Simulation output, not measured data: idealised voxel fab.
Process module under the name voxel capacitor over wiring
The figure presents cross-section cut, which has a width of 220 nm and is divided into square cells with an edge length of 5 nm.
Cross-sections here: square-cell grids, written as top-down lists of bands, a band being one or more rows of cells. The band entry comprises the height of the band's top followed by the height of its bottom, expressed in nm, and subsequently the band's materials from left to right, each stated together with its width in nm. Where a single material is marked with the word "edge to edge", that material fills the band from edge to edge. The word "air" represents empty space. Heights from 0 (as-received wafer is one material below). Bottom band endless downward, as "z 0 and below". Per-row width for "30 to 40": begins at first number (top row of band), ends at second number (bottom row), increment between rows held constant. No cell of the cross-section changed in a step that is given as "left unchanged". For the entry "Entrapped void list", the listed items are empty spaces with no open way to the top whose size is 8 cells or more; each item follows the pattern width x height at distance, where distance is from the left edge and all three are in nm. Read whatever lies past the settings on a step's line as the simulator's own remark about the step. overlay nm: right-of-plan distance of the mask on a masked step; negative values mean left-of-plan. Read each pair as before and after one process step. The after cross-section shows only down to the lowest band that changed. The step between them and its settings are given below the pair. Pairs can come from different runs of this module on the same starting wafer. A pair continues from the pair above only where its "Pre-process state" entry says so.

PRE-PROCESS STATE
	z 35 to 30 = 65 of SiO2 / 20 of TiN / 50 of SiO2 / 20 of TiN / 65 of SiO2
	z 30 to 10 = W edge to edge
	z 10 to 0 = SiO2 edge to edge
	z 0 and below = Si edge to edge
	Entrapped void list: none

CROSS-SECTION AFTER STEP
	z 40 to 35 = SiCN edge to edge
	Everything under 35 stays put, no change at all.
	Entrapped void list: none
Quick note on the step between the two cross-sections above: CONFORMAL_DEP with material SiCN, thk nm 5

Pre-process state: The initial state for this step is given by the after cross-section of the immediately preceding pair.

CROSS-SECTION AFTER STEP
	z 60 to 40 = SiO2 edge to edge
	Everything under 40 stays put, no change at all.
	Entrapped void list: none
Quick note on the step between the two cross-sections above: DIRECTIONAL_DEP with material SiO2, thk nm 20

Pre-process state: The initial state for this step is given by the after cross-section of the immediately preceding pair.

CROSS-SECTION AFTER STEP
	z 80 to 60 = 70 of resist / 15 of air / 135 of resist
	Everything under 60 stays put, no change at all.
	Entrapped void list: none
Quick note on the step between the two cross-sections above: PATTERN with tone open, mask id PLUG_1, material resist, width nm 15, thk nm 20, overlay nm 0

Pre-process state: The initial state for this step is given by the after cross-section of the immediately preceding pair.

CROSS-SECTION AFTER STEP
	z 80 to 60 = 70 of resist / 15 of air / 135 of resist
	z 60 to 40 = 70 of SiO2 / 15 of air / 135 of SiO2
	Everything under 40 stays put, no change at all.
	Entrapped void list: none
Quick note on the step between the two cross-sections above: DIRECTIONAL_ETCH with etch materials SiO2, depth nm 20

Pre-process state: The initial state for this step is given by the after cross-section of the immediately preceding pair.

CROSS-SECTION AFTER STEP
	z 80 to 60 = 70 of resist / 15 of air / 135 of resist
	z 60 to 40 = 70 of SiO2 / 15 of air / 135 of SiO2
	z 40 to 35 = 70 of SiCN / 15 of air / 135 of SiCN
	Everything under 35 stays put, no change at all.
	Entrapped void list: none
Quick note on the step between the two cross-sections above: DIRECTIONAL_ETCH with etch materials SiCN, depth nm 5

Pre-process state: The initial state for this step is given by the after cross-section of the immediately preceding pair.

CROSS-SECTION AFTER STEP
	z 60 to 40 = 70 of SiO2 / 15 of air / 135 of SiO2
	Everything under 40 stays put, no change at all.
	Entrapped void list: none
Quick note on the step between the two cross-sections above: STRIP with etch materials resist

Pre-process state: The initial state for this step is given by the after cross-section of the immediately preceding pair.

CROSS-SECTION AFTER STEP
	z 65 to 60 = 75 of TiN / 5 of air / 140 of TiN
	z 60 to 40 = 70 of SiO2 / 5 of TiN / 5 of air / 5 of TiN / 135 of SiO2
	z 40 to 35 = 70 of SiCN / 15 of TiN / 135 of SiCN
	Everything under 35 stays put, no change at all.
	Entrapped void list: none
Quick note on the step between the two cross-sections above: CONFORMAL_DEP with material TiN, thk nm 5

Pre-process state: The initial state for this step is given by the after cross-section of the immediately preceding pair.

CROSS-SECTION AFTER STEP
	z 70 to 65 = Cu edge to edge
	z 65 to 60 = 75 of TiN / 5 of Cu / 140 of TiN
	z 60 to 40 = 70 of SiO2 / 5 of TiN / 5 of Cu / 5 of TiN / 135 of SiO2
	Everything under 40 stays put, no change at all.
	Entrapped void list: none
Quick note on the step between the two cross-sections above: FILL_DEP with material Cu, thk nm 5

Pre-process state: The initial state for this step is given by the after cross-section of the immediately preceding pair.

CROSS-SECTION AFTER STEP
	z 60 to 40 = 70 of SiO2 / 5 of TiN / 5 of Cu / 5 of TiN / 135 of SiO2
	Everything under 40 stays put, no change at all.
	Entrapped void list: none
Quick note on the step between the two cross-sections above: CMP with height nm 60

Pre-process state: The initial state for this step is given by the after cross-section of the immediately preceding pair.

CROSS-SECTION AFTER STEP
	z 70 to 60 = TiN edge to edge
	Everything under 60 stays put, no change at all.
	Entrapped void list: none
Quick note on the step between the two cross-sections above: DIRECTIONAL_DEP with material TiN, thk nm 10

Pre-process state: The initial state for this step is given by the after cross-section of the immediately preceding pair.

CROSS-SECTION AFTER STEP
	z 75 to 70 = HfO2 edge to edge
	Everything under 70 stays put, no change at all.
	Entrapped void list: none
Quick note on the step between the two cross-sections above: DIRECTIONAL_DEP with material HfO2, thk nm 5

Pre-process state: The initial state for this step is given by the after cross-section of the immediately preceding pair.

CROSS-SECTION AFTER STEP
	z 80 to 75 = TiN edge to edge
	Everything under 75 stays put, no change at all.
	Entrapped void list: none
Quick note on the step between the two cross-sections above: DIRECTIONAL_DEP with material TiN, thk nm 5

Pre-process state: The initial state for this step is given by the after cross-section of the immediately preceding pair.

CROSS-SECTION AFTER STEP
	z 80 to 75 = 70 of air / 55 of TiN / 95 of air
	Everything under 75 stays put, no change at all.
	Entrapped void list: none
Quick note on the step between the two cross-sections above: MASKED_ETCH with tone cover, mask id UPPER_PLATE, width nm 55, etch materials TiN, depth nm 5, overlay nm 0

Pre-process state: The initial state for this step is given by the after cross-section of the immediately preceding pair.

CROSS-SECTION AFTER STEP
	z 80 to 75 = 70 of air / 55 of TiN / 95 of air
	z 75 to 70 = 70 of air / 55 of HfO2 / 95 of air
	Everything under 70 stays put, no change at all.
	Entrapped void list: none
Quick note on the step between the two cross-sections above: MASKED_ETCH with tone cover, mask id UPPER_PLATE, width nm 55, etch materials HfO2, depth nm 5, overlay nm 0

Pre-process state: The initial state for this step is given by the after cross-section of the immediately preceding pair.

CROSS-SECTION AFTER STEP
	z 80 to 75 = 70 of air / 55 of TiN / 95 of air
	z 75 to 70 = 70 of air / 55 of HfO2 / 95 of air
	z 70 to 60 = 65 of air / 65 of TiN / 90 of air
	Everything under 60 stays put, no change at all.
	Entrapped void list: none
Quick note on the step between the two cross-sections above: MASKED_ETCH with tone cover, mask id LOWER_PLATE, width nm 65, etch materials TiN, depth nm 10, overlay nm 0

Pre-process state: The initial state for this step is given by the after cross-section of the immediately preceding pair.

CROSS-SECTION AFTER STEP
	z 100 to 80 = SiO2 edge to edge
	z 80 to 75 = 70 of SiO2 / 55 of TiN / 95 of SiO2
	z 75 to 70 = 70 of SiO2 / 55 of HfO2 / 95 of SiO2
	z 70 to 60 = 65 of SiO2 / 65 of TiN / 90 of SiO2
	Everything under 60 stays put, no change at all.
	Entrapped void list: none
Quick note on the step between the two cross-sections above: FILL_DEP with material SiO2, thk nm 20

Pre-process state: The initial state for this step is given by the after cross-section of the immediately preceding pair.

CROSS-SECTION AFTER STEP
	z 95 to 80 = SiO2 edge to edge
	Everything under 80 stays put, no change at all.
	Entrapped void list: none
Quick note on the step between the two cross-sections above: CMP with height nm 95

Pre-process state: The initial state for this step is given by the after cross-section of the immediately preceding pair.

CROSS-SECTION AFTER STEP
	z 110 to 95 = 80 of resist / 15 of air / 125 of resist
	Everything under 95 stays put, no change at all.
	Entrapped void list: none
Quick note on the step between the two cross-sections above: PATTERN with tone open, mask id PLUG_2, material resist, width nm 15, thk nm 15, overlay nm 0

Pre-process state: The initial state for this step is given by the after cross-section of the immediately preceding pair.

CROSS-SECTION AFTER STEP
	z 110 to 95 = 80 of resist / 15 of air / 125 of resist
	z 95 to 80 = 80 of SiO2 / 15 of air / 125 of SiO2
	Everything under 80 stays put, no change at all.
	Entrapped void list: none
Quick note on the step between the two cross-sections above: DIRECTIONAL_ETCH with etch materials SiO2, depth nm 15

Pre-process state: The initial state for this step is given by the after cross-section of the immediately preceding pair.

CROSS-SECTION AFTER STEP
	z 95 to 80 = 80 of SiO2 / 15 of air / 125 of SiO2
	Everything under 80 stays put, no change at all.
	Entrapped void list: none
Quick note on the step between the two cross-sections above: STRIP with etch materials resist

Pre-process state: The initial state for this step is given by the after cross-section of the immediately preceding pair.

CROSS-SECTION AFTER STEP
	z 100 to 95 = 85 of TiN / 5 of air / 130 of TiN
	z 95 to 85 = 80 of SiO2 / 5 of TiN / 5 of air / 5 of TiN / 125 of SiO2
	z 85 to 75 = 80 to 70 of SiO2 / 15 to 55 of TiN / 125 to 95 of SiO2
	Everything under 75 stays put, no change at all.
	Entrapped void list: none
Quick note on the step between the two cross-sections above: CONFORMAL_DEP with material TiN, thk nm 5

Pre-process state: The initial state for this step is given by the after cross-section of the immediately preceding pair.

CROSS-SECTION AFTER STEP
	z 110 to 100 = Cu edge to edge
	z 100 to 95 = 85 of TiN / 5 of Cu / 130 of TiN
	z 95 to 85 = 80 of SiO2 / 5 of TiN / 5 of Cu / 5 of TiN / 125 of SiO2
	Everything under 85 stays put, no change at all.
	Entrapped void list: none
Quick note on the step between the two cross-sections above: FILL_DEP with material Cu, thk nm 10

Pre-process state: The initial state for this step is given by the after cross-section of the immediately preceding pair.

CROSS-SECTION AFTER STEP
	z 95 to 85 = 80 of SiO2 / 5 of TiN / 5 of Cu / 5 of TiN / 125 of SiO2
	Everything under 85 stays put, no change at all.
	Entrapped void list: none
Quick note on the step between the two cross-sections above: CMP with height nm 95

Pre-process state: The initial state for this step is given by the after cross-section of the immediately preceding pair.

CROSS-SECTION AFTER STEP
	z 100 to 95 = SiN edge to edge
	Everything under 95 stays put, no change at all.
	Entrapped void list: none
Quick note on the step between the two cross-sections above: CONFORMAL_DEP with material SiN, thk nm 5

PRE-PROCESS STATE
	z 95 to 85 = 80 of SiO2 / 5 of TiN / 5 of Cu / 5 of TiN / 125 of SiO2
	z 85 to 75 = 80 to 70 of SiO2 / 15 to 55 of TiN / 125 to 95 of SiO2
	z 75 to 70 = 70 of SiO2 / 55 of HfO2 / 95 of SiO2
	z 70 to 60 = 65 of SiO2 / 65 of TiN / 90 of SiO2
	z 60 to 40 = 70 of SiO2 / 5 of TiN / 5 of Cu / 5 of TiN / 135 of SiO2
	z 40 to 35 = 70 of SiCN / 15 of TiN / 135 of SiCN
	z 35 to 15 = 65 of SiO2 / 20 of W / 50 of SiO2 / 20 of W / 65 of SiO2
	z 15 to 10 = 65 of SiO2 / 20 of TiN / 50 of SiO2 / 20 of TiN / 65 of SiO2
	z 10 to 0 = SiO2 edge to edge
	z 0 and below = Si edge to edge
	Entrapped void list: none

CROSS-SECTION AFTER STEP
	z 110 to 95 = SiN edge to edge
	Everything under 95 stays put, no change at all.
	Entrapped void list: none
Quick note on the step between the two cross-sections above: CONFORMAL_DEP with material SiN, thk nm 15

PRE-PROCESS STATE
	z 95 to 80 = SiO2 edge to edge
	z 80 to 75 = 70 of SiO2 / 55 of TiN / 95 of SiO2
	z 75 to 70 = 70 of SiO2 / 55 of HfO2 / 95 of SiO2
	z 70 to 60 = 65 of SiO2 / 65 of TiN / 90 of SiO2
	z 60 to 40 = 70 of SiO2 / 5 of TiN / 5 of Cu / 5 of TiN / 135 of SiO2
	z 40 to 35 = 70 of SiCN / 15 of TiN / 135 of SiCN
	z 35 to 15 = 65 of SiO2 / 20 of W / 50 of SiO2 / 20 of W / 65 of SiO2
	z 15 to 10 = 65 of SiO2 / 20 of TiN / 50 of SiO2 / 20 of TiN / 65 of SiO2
	z 10 to 0 = SiO2 edge to edge
	z 0 and below = Si edge to edge
	Entrapped void list: none

CROSS-SECTION AFTER STEP
	z 110 to 95 = 75 of resist / 25 of air / 120 of resist
	Everything under 95 stays put, no change at all.
	Entrapped void list: none
Quick note on the step between the two cross-sections above: PATTERN with tone open, mask id PLUG_2, material resist, width nm 25, thk nm 15, overlay nm 0

Pre-process state: The initial state for this step is given by the after cross-section of the immediately preceding pair.

CROSS-SECTION AFTER STEP
	z 110 to 95 = 75 of resist / 25 of air / 120 of resist
	z 95 to 80 = 75 of SiO2 / 25 of air / 120 of SiO2
	Everything under 80 stays put, no change at all.
	Entrapped void list: none
Quick note on the step between the two cross-sections above: DIRECTIONAL_ETCH with etch materials SiO2, depth nm 15

Pre-process state: The initial state for this step is given by the after cross-section of the immediately preceding pair.

CROSS-SECTION AFTER STEP
	z 95 to 80 = 75 of SiO2 / 25 of air / 120 of SiO2
	Everything under 80 stays put, no change at all.
	Entrapped void list: none
Quick note on the step between the two cross-sections above: STRIP with etch materials resist

Pre-process state: The initial state for this step is given by the after cross-section of the immediately preceding pair.

CROSS-SECTION AFTER STEP
	z 100 to 95 = 80 of TiN / 15 of air / 125 of TiN
	z 95 to 85 = 75 of SiO2 / 5 of TiN / 15 of air / 5 of TiN / 120 of SiO2
	z 85 to 75 = 75 to 70 of SiO2 / 25 to 55 of TiN / 120 to 95 of SiO2
	Everything under 75 stays put, no change at all.
	Entrapped void list: none
Quick note on the step between the two cross-sections above: CONFORMAL_DEP with material TiN, thk nm 5

Pre-process state: The initial state for this step is given by the after cross-section of the immediately preceding pair.

CROSS-SECTION AFTER STEP
	z 110 to 100 = Cu edge to edge
	z 100 to 95 = 80 of TiN / 15 of Cu / 125 of TiN
	z 95 to 85 = 75 of SiO2 / 5 of TiN / 15 of Cu / 5 of TiN / 120 of SiO2
	Everything under 85 stays put, no change at all.
	Entrapped void list: none
Quick note on the step between the two cross-sections above: FILL_DEP with material Cu, thk nm 10

Pre-process state: The initial state for this step is given by the after cross-section of the immediately preceding pair.

CROSS-SECTION AFTER STEP
	z 95 to 85 = 75 of SiO2 / 5 of TiN / 15 of Cu / 5 of TiN / 120 of SiO2
	Everything under 85 stays put, no change at all.
	Entrapped void list: none
Quick note on the step between the two cross-sections above: CMP with height nm 95

Pre-process state: The initial state for this step is given by the after cross-section of the immediately preceding pair.

CROSS-SECTION AFTER STEP
	z 100 to 95 = SiN edge to edge
	Everything under 95 stays put, no change at all.
	Entrapped void list: none
Quick note on the step between the two cross-sections above: CONFORMAL_DEP with material SiN, thk nm 5

PRE-PROCESS STATE
	z 95 to 80 = SiO2 edge to edge
	z 80 to 75 = 70 of SiO2 / 55 of TiN / 95 of SiO2
	z 75 to 70 = 70 of SiO2 / 55 of HfO2 / 95 of SiO2
	z 70 to 60 = 65 of SiO2 / 65 of TiN / 90 of SiO2
	z 60 to 40 = 70 of SiO2 / 5 of TiN / 5 of Cu / 5 of TiN / 135 of SiO2
	z 40 to 35 = 70 of SiCN / 15 of TiN / 135 of SiCN
	z 35 to 15 = 65 of SiO2 / 20 of W / 50 of SiO2 / 20 of W / 65 of SiO2
	z 15 to 10 = 65 of SiO2 / 20 of TiN / 50 of SiO2 / 20 of TiN / 65 of SiO2
	z 10 to 0 = SiO2 edge to edge
	z 0 and below = Si edge to edge
	Entrapped void list: none

CROSS-SECTION AFTER STEP
	z 110 to 95 = 70 of resist / 15 of air / 135 of resist
	Everything under 95 stays put, no change at all.
	Entrapped void list: none
Quick note on the step between the two cross-sections above: PATTERN with tone open, mask id PLUG_2, material resist, width nm 15, thk nm 15, overlay nm -10

Pre-process state: The initial state for this step is given by the after cross-section of the immediately preceding pair.

CROSS-SECTION AFTER STEP
	z 110 to 95 = 70 of resist / 15 of air / 135 of resist
	z 95 to 80 = 70 of SiO2 / 15 of air / 135 of SiO2
	Everything under 80 stays put, no change at all.
	Entrapped void list: none
Quick note on the step between the two cross-sections above: DIRECTIONAL_ETCH with etch materials SiO2, depth nm 15

Pre-process state: The initial state for this step is given by the after cross-section of the immediately preceding pair.

CROSS-SECTION AFTER STEP
	z 95 to 80 = 70 of SiO2 / 15 of air / 135 of SiO2
	Everything under 80 stays put, no change at all.
	Entrapped void list: none
Quick note on the step between the two cross-sections above: STRIP with etch materials resist

Pre-process state: The initial state for this step is given by the after cross-section of the immediately preceding pair.

CROSS-SECTION AFTER STEP
	z 100 to 95 = 75 of TiN / 5 of air / 140 of TiN
	z 95 to 85 = 70 of SiO2 / 5 of TiN / 5 of air / 5 of TiN / 135 of SiO2
	z 85 to 75 = 70 of SiO2 / 15 to 55 of TiN / 135 to 95 of SiO2
	Everything under 75 stays put, no change at all.
	Entrapped void list: none
Quick note on the step between the two cross-sections above: CONFORMAL_DEP with material TiN, thk nm 5

Pre-process state: The initial state for this step is given by the after cross-section of the immediately preceding pair.

CROSS-SECTION AFTER STEP
	z 110 to 100 = Cu edge to edge
	z 100 to 95 = 75 of TiN / 5 of Cu / 140 of TiN
	z 95 to 85 = 70 of SiO2 / 5 of TiN / 5 of Cu / 5 of TiN / 135 of SiO2
	Everything under 85 stays put, no change at all.
	Entrapped void list: none
Quick note on the step between the two cross-sections above: FILL_DEP with material Cu, thk nm 10

Pre-process state: The initial state for this step is given by the after cross-section of the immediately preceding pair.

CROSS-SECTION AFTER STEP
	z 95 to 85 = 70 of SiO2 / 5 of TiN / 5 of Cu / 5 of TiN / 135 of SiO2
	Everything under 85 stays put, no change at all.
	Entrapped void list: none
Quick note on the step between the two cross-sections above: CMP with height nm 95

Pre-process state: The initial state for this step is given by the after cross-section of the immediately preceding pair.

CROSS-SECTION AFTER STEP
	z 100 to 95 = SiN edge to edge
	Everything under 95 stays put, no change at all.
	Entrapped void list: none
Quick note on the step between the two cross-sections above: CONFORMAL_DEP with material SiN, thk nm 5

PRE-PROCESS STATE
	z 65 to 60 = 75 of TiN / 5 of air / 140 of TiN
	z 60 to 40 = 70 of SiO2 / 5 of TiN / 5 of air / 5 of TiN / 135 of SiO2
	z 40 to 35 = 70 of SiCN / 15 of TiN / 135 of SiCN
	z 35 to 15 = 65 of SiO2 / 20 of W / 50 of SiO2 / 20 of W / 65 of SiO2
	z 15 to 10 = 65 of SiO2 / 20 of TiN / 50 of SiO2 / 20 of TiN / 65 of SiO2
	z 10 to 0 = SiO2 edge to edge
	z 0 and below = Si edge to edge
	Entrapped void list: none

CROSS-SECTION AFTER STEP
	z 70 to 65 = SiN edge to edge
	z 65 to 60 = 75 of TiN / 5 of SiN / 140 of TiN
	z 60 to 40 = 70 of SiO2 / 5 of TiN / 5 of SiN / 5 of TiN / 135 of SiO2
	Everything under 40 stays put, no change at all.
	Entrapped void list: none
Quick note on the step between the two cross-sections above: FILL_DEP with material SiN, thk nm 5

Pre-process state: The initial state for this step is given by the after cross-section of the immediately preceding pair.

CROSS-SECTION AFTER STEP
	z 60 to 40 = 70 of SiO2 / 5 of TiN / 5 of SiN / 5 of TiN / 135 of SiO2
	Everything under 40 stays put, no change at all.
	Entrapped void list: none
Quick note on the step between the two cross-sections above: CMP with height nm 60

Pre-process state: The initial state for this step is given by the after cross-section of the immediately preceding pair.

CROSS-SECTION AFTER STEP
	z 70 to 60 = TiN edge to edge
	Everything under 60 stays put, no change at all.
	Entrapped void list: none
Quick note on the step between the two cross-sections above: DIRECTIONAL_DEP with material TiN, thk nm 10

Pre-process state: The initial state for this step is given by the after cross-section of the immediately preceding pair.

CROSS-SECTION AFTER STEP
	z 75 to 70 = HfO2 edge to edge
	Everything under 70 stays put, no change at all.
	Entrapped void list: none
Quick note on the step between the two cross-sections above: DIRECTIONAL_DEP with material HfO2, thk nm 5

Pre-process state: The initial state for this step is given by the after cross-section of the immediately preceding pair.

CROSS-SECTION AFTER STEP
	z 80 to 75 = TiN edge to edge
	Everything under 75 stays put, no change at all.
	Entrapped void list: none
Quick note on the step between the two cross-sections above: DIRECTIONAL_DEP with material TiN, thk nm 5

Pre-process state: The initial state for this step is given by the after cross-section of the immediately preceding pair.

CROSS-SECTION AFTER STEP
	z 80 to 75 = 70 of air / 55 of TiN / 95 of air
	Everything under 75 stays put, no change at all.
	Entrapped void list: none
Quick note on the step between the two cross-sections above: MASKED_ETCH with tone cover, mask id UPPER_PLATE, width nm 55, etch materials TiN, depth nm 5, overlay nm 0

Pre-process state: The initial state for this step is given by the after cross-section of the immediately preceding pair.

CROSS-SECTION AFTER STEP
	z 80 to 75 = 70 of air / 55 of TiN / 95 of air
	z 75 to 70 = 70 of air / 55 of HfO2 / 95 of air
	Everything under 70 stays put, no change at all.
	Entrapped void list: none
Quick note on the step between the two cross-sections above: MASKED_ETCH with tone cover, mask id UPPER_PLATE, width nm 55, etch materials HfO2, depth nm 5, overlay nm 0

Pre-process state: The initial state for this step is given by the after cross-section of the immediately preceding pair.

CROSS-SECTION AFTER STEP
	z 80 to 75 = 70 of air / 55 of TiN / 95 of air
	z 75 to 70 = 70 of air / 55 of HfO2 / 95 of air
	z 70 to 60 = 65 of air / 65 of TiN / 90 of air
	Everything under 60 stays put, no change at all.
	Entrapped void list: none
Quick note on the step between the two cross-sections above: MASKED_ETCH with tone cover, mask id LOWER_PLATE, width nm 65, etch materials TiN, depth nm 10, overlay nm 0

Pre-process state: The initial state for this step is given by the after cross-section of the immediately preceding pair.

CROSS-SECTION AFTER STEP
	z 100 to 80 = SiO2 edge to edge
	z 80 to 75 = 70 of SiO2 / 55 of TiN / 95 of SiO2
	z 75 to 70 = 70 of SiO2 / 55 of HfO2 / 95 of SiO2
	z 70 to 60 = 65 of SiO2 / 65 of TiN / 90 of SiO2
	Everything under 60 stays put, no change at all.
	Entrapped void list: none
Quick note on the step between the two cross-sections above: FILL_DEP with material SiO2, thk nm 20

Pre-process state: The initial state for this step is given by the after cross-section of the immediately preceding pair.

CROSS-SECTION AFTER STEP
	z 95 to 80 = SiO2 edge to edge
	Everything under 80 stays put, no change at all.
	Entrapped void list: none
Quick note on the step between the two cross-sections above: CMP with height nm 95

Pre-process state: The initial state for this step is given by the after cross-section of the immediately preceding pair.

CROSS-SECTION AFTER STEP
	z 110 to 95 = 80 of resist / 15 of air / 125 of resist
	Everything under 95 stays put, no change at all.
	Entrapped void list: none
Quick note on the step between the two cross-sections above: PATTERN with tone open, mask id PLUG_2, material resist, width nm 15, thk nm 15, overlay nm 0

Pre-process state: The initial state for this step is given by the after cross-section of the immediately preceding pair.

CROSS-SECTION AFTER STEP
	z 110 to 95 = 80 of resist / 15 of air / 125 of resist
	z 95 to 80 = 80 of SiO2 / 15 of air / 125 of SiO2
	Everything under 80 stays put, no change at all.
	Entrapped void list: none
Quick note on the step between the two cross-sections above: DIRECTIONAL_ETCH with etch materials SiO2, depth nm 15

Pre-process state: The initial state for this step is given by the after cross-section of the immediately preceding pair.

CROSS-SECTION AFTER STEP
	z 95 to 80 = 80 of SiO2 / 15 of air / 125 of SiO2
	Everything under 80 stays put, no change at all.
	Entrapped void list: none
Quick note on the step between the two cross-sections above: STRIP with etch materials resist

Pre-process state: The initial state for this step is given by the after cross-section of the immediately preceding pair.

CROSS-SECTION AFTER STEP
	z 100 to 95 = 85 of TiN / 5 of air / 130 of TiN
	z 95 to 85 = 80 of SiO2 / 5 of TiN / 5 of air / 5 of TiN / 125 of SiO2
	z 85 to 75 = 80 to 70 of SiO2 / 15 to 55 of TiN / 125 to 95 of SiO2
	Everything under 75 stays put, no change at all.
	Entrapped void list: none
Quick note on the step between the two cross-sections above: CONFORMAL_DEP with material TiN, thk nm 5

Pre-process state: The initial state for this step is given by the after cross-section of the immediately preceding pair.

CROSS-SECTION AFTER STEP
	z 110 to 100 = Cu edge to edge
	z 100 to 95 = 85 of TiN / 5 of Cu / 130 of TiN
	z 95 to 85 = 80 of SiO2 / 5 of TiN / 5 of Cu / 5 of TiN / 125 of SiO2
	Everything under 85 stays put, no change at all.
	Entrapped void list: none
Quick note on the step between the two cross-sections above: FILL_DEP with material Cu, thk nm 10

Pre-process state: The initial state for this step is given by the after cross-section of the immediately preceding pair.

CROSS-SECTION AFTER STEP
	z 95 to 85 = 80 of SiO2 / 5 of TiN / 5 of Cu / 5 of TiN / 125 of SiO2
	Everything under 85 stays put, no change at all.
	Entrapped void list: none
Quick note on the step between the two cross-sections above: CMP with height nm 95

Pre-process state: The initial state for this step is given by the after cross-section of the immediately preceding pair.

CROSS-SECTION AFTER STEP
	z 100 to 95 = SiN edge to edge
	Everything under 95 stays put, no change at all.
	Entrapped void list: none
Quick note on the step between the two cross-sections above: CONFORMAL_DEP with material SiN, thk nm 5

PRE-PROCESS STATE
	z 80 to 75 = TiN edge to edge
	z 75 to 70 = HfO2 edge to edge
	z 70 to 60 = TiN edge to edge
	z 60 to 40 = 70 of SiO2 / 5 of TiN / 5 of Cu / 5 of TiN / 135 of SiO2
	z 40 to 35 = 70 of SiCN / 15 of TiN / 135 of SiCN
	z 35 to 15 = 65 of SiO2 / 20 of W / 50 of SiO2 / 20 of W / 65 of SiO2
	z 15 to 10 = 65 of SiO2 / 20 of TiN / 50 of SiO2 / 20 of TiN / 65 of SiO2
	z 10 to 0 = SiO2 edge to edge
	z 0 and below = Si edge to edge
	Entrapped void list: none

CROSS-SECTION AFTER STEP
	z 80 to 75 = 70 of TiN / 55 of air / 95 of TiN
	Everything under 75 stays put, no change at all.
	Entrapped void list: none
Quick note on the step between the two cross-sections above: MASKED_ETCH with tone open, mask id UPPER_PLATE, width nm 55, etch materials TiN, depth nm 5, overlay nm 0

Pre-process state: The initial state for this step is given by the after cross-section of the immediately preceding pair.

CROSS-SECTION AFTER STEP
	z 80 to 75 = 65 of air / 5 of TiN / 55 of air / 5 of TiN / 90 of air
	Everything under 75 stays put, no change at all.
	Entrapped void list: none
Quick note on the step between the two cross-sections above: MASKED_ETCH with tone cover, mask id LOWER_PLATE, width nm 65, etch materials TiN, depth nm 10, overlay nm 0

Pre-process state: The initial state for this step is given by the after cross-section of the immediately preceding pair.

CROSS-SECTION AFTER STEP
	z 100 to 80 = SiO2 edge to edge
	z 80 to 75 = 65 of SiO2 / 5 of TiN / 55 of SiO2 / 5 of TiN / 90 of SiO2
	Everything under 75 stays put, no change at all.
	Entrapped void list: none
Quick note on the step between the two cross-sections above: FILL_DEP with material SiO2, thk nm 20

Pre-process state: The initial state for this step is given by the after cross-section of the immediately preceding pair.

CROSS-SECTION AFTER STEP
	z 95 to 80 = SiO2 edge to edge
	Everything under 80 stays put, no change at all.
	Entrapped void list: none
Quick note on the step between the two cross-sections above: CMP with height nm 95

Pre-process state: The initial state for this step is given by the after cross-section of the immediately preceding pair.

CROSS-SECTION AFTER STEP
	z 110 to 95 = 80 of resist / 15 of air / 125 of resist
	Everything under 95 stays put, no change at all.
	Entrapped void list: none
Quick note on the step between the two cross-sections above: PATTERN with tone open, mask id PLUG_2, material resist, width nm 15, thk nm 15, overlay nm 0

Pre-process state: The initial state for this step is given by the after cross-section of the immediately preceding pair.

CROSS-SECTION AFTER STEP
	z 110 to 95 = 80 of resist / 15 of air / 125 of resist
	z 95 to 80 = 80 of SiO2 / 15 of air / 125 of SiO2
	Everything under 80 stays put, no change at all.
	Entrapped void list: none
Quick note on the step between the two cross-sections above: DIRECTIONAL_ETCH with etch materials SiO2, depth nm 15

Pre-process state: The initial state for this step is given by the after cross-section of the immediately preceding pair.

CROSS-SECTION AFTER STEP
	z 95 to 80 = 80 of SiO2 / 15 of air / 125 of SiO2
	Everything under 80 stays put, no change at all.
	Entrapped void list: none
Quick note on the step between the two cross-sections above: STRIP with etch materials resist

Pre-process state: The initial state for this step is given by the after cross-section of the immediately preceding pair.

CROSS-SECTION AFTER STEP
	z 100 to 95 = 85 of TiN / 5 of air / 130 of TiN
	z 95 to 85 = 80 of SiO2 / 5 of TiN / 5 of air / 5 of TiN / 125 of SiO2
	z 85 to 80 = 80 of SiO2 / 15 of TiN / 125 of SiO2
	Everything under 80 stays put, no change at all.
	Entrapped void list: none
Quick note on the step between the two cross-sections above: CONFORMAL_DEP with material TiN, thk nm 5

Pre-process state: The initial state for this step is given by the after cross-section of the immediately preceding pair.

CROSS-SECTION AFTER STEP
	z 110 to 100 = Cu edge to edge
	z 100 to 95 = 85 of TiN / 5 of Cu / 130 of TiN
	z 95 to 85 = 80 of SiO2 / 5 of TiN / 5 of Cu / 5 of TiN / 125 of SiO2
	Everything under 85 stays put, no change at all.
	Entrapped void list: none
Quick note on the step between the two cross-sections above: FILL_DEP with material Cu, thk nm 10

Pre-process state: The initial state for this step is given by the after cross-section of the immediately preceding pair.

CROSS-SECTION AFTER STEP
	z 95 to 85 = 80 of SiO2 / 5 of TiN / 5 of Cu / 5 of TiN / 125 of SiO2
	Everything under 85 stays put, no change at all.
	Entrapped void list: none
Quick note on the step between the two cross-sections above: CMP with height nm 95

Pre-process state: The initial state for this step is given by the after cross-section of the immediately preceding pair.

CROSS-SECTION AFTER STEP
	z 100 to 95 = SiN edge to edge
	Everything under 95 stays put, no change at all.
	Entrapped void list: none
Quick note on the step between the two cross-sections above: CONFORMAL_DEP with material SiN, thk nm 5
